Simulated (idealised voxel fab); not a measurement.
The name of this process module is voxel ribs on slabs.
Cross-sectional view cut (width: 215 nm; square cell size: 5 nm).
Cross-sections here: square-cell grids, written as top-down lists of bands, a band being one or more rows of cells.
The entry gives the band's vertical extent as a top height and a bottom height in nm, then its horizontal make-up as materials from left to right, each with a width in nm. "blank" stands for empty space; a single material marked "all across" fills the band edge to edge.
Zero point of the height axis is 0; under it, received wafer = one material. Lowest band: continues down indefinitely, "top 0, no bottom".
Quick explanation for "30->40": the width changes in equal steps down the rows of cells, from the first number in the band's top row to the second number in its bottom row.
Take "remained unchanged" at face value: in the step it is given for, the cross-section changed in none of its cells.
Look at "Unvented internal voids" for the closed voids: empty spaces with no open path to the top, sized 8 cells or up. Each is width x height at distance, distance from the left edge, all nm.
What comes after the settings on a step's line is commentary from the simulator itself on that step.
Among the settings permitted on a step's line is "overlay nm"; applied to a step with a mask, it specifies the extent to which the mask lay to the right of its planned position, whereas a negative figure signifies a position to the left.

[plan]
1) RECEIVE (material Si)
2) DIRECTIONAL_DEP (material SiO2; thk nm 20)
3) DIRECTIONAL_DEP (material SiN; thk nm 25)
4) MASKED_ETCH (tone cover; mask id RIB; width nm 30; etch materials SiN; depth nm 10; overlay nm 0)
5) MASKED_ETCH (tone cover; mask id SLAB; width nm 70; etch materials SiN; depth nm 15; overlay nm 0)
6) FILL_DEP (material SiO2; thk nm 20)
7) CMP (height nm 55)
8) DIRECTIONAL_DEP (material W; thk nm 5)
9) MASKED_ETCH (tone cover; mask id HEATER; width nm 40; etch materials W; depth nm 5; overlay nm 0)
10) CONFORMAL_DEP (material SiO2; thk nm 5)

[So this is the incoming wafer in cross-section - it's already been through step 1]
  top 0, no bottom = Si all across
  Unvented internal voids: none

[As-planned run: cross-section of the first of two wafers at end of module]
  top 65, bottom 60 = blank: 80; SiO2: 50; blank: 85
  top 60, bottom 55 = SiO2: 85; W: 40; SiO2: 90
  top 55, bottom 45 = SiO2 all across
  top 45, bottom 35 = SiO2: 90; SiN: 30; SiO2: 95
  top 35, bottom 20 = SiO2: 70; SiN: 70; SiO2: 75
  top 20, bottom 0 = SiO2 all across
  top 0, no bottom = Si all across
  Unvented internal voids: none

[Here's the second of our two wafers sectioned at module end. Same start as the first, same plan, but one mistake got made running it]
  top 65, bottom 60 = blank: 80; SiO2: 50; blank: 85
  top 60, bottom 55 = SiO2: 85; W: 40; SiO2: 90
  top 55, bottom 45 = SiO2 all across
  top 45, bottom 35 = SiO2: 70; SiN: 20; SiO2: 30; SiN: 20; SiO2: 75
  top 35, bottom 30 = SiO2: 70; SiN: 70; SiO2: 75
  top 30, bottom 20 = SiN all across
  top 20, bottom 0 = SiO2 all across
  top 0, no bottom = Si all across
  Unvented internal voids: none
Deviation from plan: contrary to plan, step 4 was performed as MASKED_ETCH (tone open; mask id RIB; width nm 30; etch materials SiN; depth nm 10; overlay nm 0)
Counted in cells at the end, the second wafer holds more or fewer of these materials than the first: +62 SiN; -62 SiO2
